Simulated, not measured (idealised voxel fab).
Process module, titled voxel self aligned vias
Cross-sectional view cut (width: 250 nm; square cell size: 5 nm).
For the purposes of this document, a cross-section shall be understood as a grid of square cells, specified as bands listed in top-to-bottom order, each band consisting of one or more rows of cells.
Band entry format. Leading values: height of top, height of bottom, nm. Remainder: materials in left-to-right order, each with its width in nm. Special words: "full width" on a single material, which then fills the band edge to edge; "blank", empty space.
Below 0: as-received wafer, all one material; heights counted from there. Lowest band: no bottom, goes on down, written "z 0 and below".
So if you see something like "30->40" for the width, read it as the top row of the band sitting at the first number and the bottom row at the second, with every row in between moving by the same amount as the last.
"nothing got changed", as given for a step, is the statement that not any cell of the cross-section underwent a change during that step.
Heads up: "Enclosed void entries" only lists the empty pockets with no open path to the top that are 8 cells or more, and it writes them as width x height at distance, distance from the left edge, in nm.
Anything after a step's settings on that line? It's the simulator's own note about the step.
overlay nm, on a step with a mask: how far to the right of its planned place the mask lay; to the left if negative

So here's the lineup of process steps we planned
step 1: RECEIVE,material Si
step 2: CONFORMAL_DEP,material SiO2,thk nm 15
step 3: CONFORMAL_DEP,material SiCN,thk nm 5
step 4: DIRECTIONAL_DEP,material lowk,thk nm 25
step 5: MASKED_ETCH,tone open,mask id LINES,width nm 25,pitch nm 60,etch materials lowk,depth nm 25,overlay nm 0
step 6: CONFORMAL_DEP,material TiN,thk nm 5
step 7: FILL_DEP,material Ru,thk nm 5
step 8: CMP,height nm 45
step 9: SELECTIVE_ETCH,etch materials W Ru TiN,depth nm 10
step 10: FILL_DEP,material SiN,thk nm 5
step 11: CMP,height nm 45
step 12: DIRECTIONAL_DEP,material lowk,thk nm 20
step 13: PATTERN,tone open,mask id VIAS,material resist,width nm 45,thk nm 20,overlay nm 0
step 14: DIRECTIONAL_ETCH,etch materials lowk,depth nm 10
step 15: DIRECTIONAL_ETCH,etch materials SiN,depth nm 10
step 16: STRIP,etch materials resist
step 17: CONFORMAL_DEP,material TiN,thk nm 5
step 18: FILL_DEP,material Ru,thk nm 5
step 19: CMP,height nm 65
step 20: CONFORMAL_DEP,material SiCN,thk nm 5
Heads up: all these wafers start the same, and what changes between them is the depth nm in step 14. The value you see in the plan is just what the first wafer got.

Incoming state of the first of several wafers in cross-section: after step 1
    z 0 and below  Si full width
    Enclosed void entries: none

Per-wafer rows below. For each material: cells gained (+) or lost (-) since the wafer was received, as of end of module. Then: closed voids
depth nm 10, +19 Ru, +100 SiCN, +20 SiN, +150 SiO2, +29 TiN, +382 lowk, Enclosed void entries: none
depth nm 15, +26 Ru, +100 SiCN, +20 SiN, +150 SiO2, +31 TiN, +373 lowk, Enclosed void entries: none
depth nm 20, +39 Ru, +100 SiCN, +10 SiN, +150 SiO2, +37 TiN, +364 lowk, Enclosed void entries: none
depth nm 25, +43 Ru, +100 SiCN, +10 SiN, +150 SiO2, +37 TiN, +360 lowk, Enclosed void entries: none
depth nm 30, +47 Ru, +100 SiCN, +10 SiN, +150 SiO2, +37 TiN, +356 lowk, Enclosed void entries: none
depth nm 35, +47 Ru, +100 SiCN, +10 SiN, +150 SiO2, +41 TiN, +352 lowk, Enclosed void entries: none
